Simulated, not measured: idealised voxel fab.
Name of the process module below: voxel released beams
Section shown: cut. Width: 275 nm. Cell size: 5 nm, square.
We lay out every cross-section as a grid of square cells and spell it out in bands from the top down, where one band means one or more rows of cells.
For a band, the entry starts with two heights in nm, that of the top and then that of the bottom, and carries on with the band's materials in order from left to right, each alongside its width in nm; the word "throughout" beside a single material means it fills the band edge to edge, and "empty" means empty space.
Note: height 0 marks the level under which the wafer is uniformly one material as received. Lowest band unbounded below, written "top 0, no bottom".
Think of "30 to 40" as a width that walks from the first number to the second as you go down the band, top row to bottom row, taking equal-sized steps from row to row.
When a step is marked "identical to before", none of the cells in the cross-section changed during that step.
"Closed empty spaces" specifies each empty space that is not open to the top and that occupies no fewer than 8 cells, using the form width x height at distance, the distance measured from the left edge and all three quantities in nm.
Read whatever lies past the settings on a step's line as the simulator's own remark about the step.
Among the settings permitted on a step's line is "overlay nm"; applied to a step with a mask, it specifies the extent to which the mask lay to the right of its planned position, whereas a negative figure signifies a position to the left.
## These are the steps we planned for the process
1) RECEIVE [material Si]
2) CONFORMAL_DEP [material SiN] [thk nm 10]
3) DIRECTIONAL_DEP [material SiO2] [thk nm 20]
4) DIRECTIONAL_DEP [material aC] [thk nm 15]
5) PATTERN [tone open] [mask id ANCHOR] [material resist] [width nm 30] [thk nm 35] [overlay nm 0]
6) DIRECTIONAL_ETCH [etch materials aC] [depth nm 15]
7) STRIP [etch materials resist]
8) DIRECTIONAL_ETCH [etch materials SiO2] [depth nm 20]
9) STRIP [etch materials aC]
10) CONFORMAL_DEP [material TiN] [thk nm 10]
11) PATTERN [tone cover] [mask id BEAM] [material resist] [width nm 75] [thk nm 15] [overlay nm 0]
12) DIRECTIONAL_ETCH [etch materials TiN] [depth nm 5]
13) STRIP [etch materials resist]
14) STRIP [etch materials SiO2]
The plan shows the depth nm of step 12 as the first wafer had it; this setting differs between the wafers, which start out alike.
## After step 1, as received: first of several wafers, cross-section
> top 0, no bottom = Si throughout
> Closed empty spaces: none
## Below, a row for every wafer. Read it as the end-of-module picture: for each material the wafer shows its cells gained (+) or lost (-) since it was received, and then its closed voids
depth nm 5; +110 SiN; +196 SiO2; +86 TiN; Closed empty spaces: none
depth nm 10; +110 SiN; +46 TiN; Closed empty spaces: none
depth nm 15; +110 SiN; +46 TiN; Closed empty spaces: none
depth nm 20; +110 SiN; +46 TiN; Closed empty spaces: none
depth nm 25; +110 SiN; +46 TiN; Closed empty spaces: none
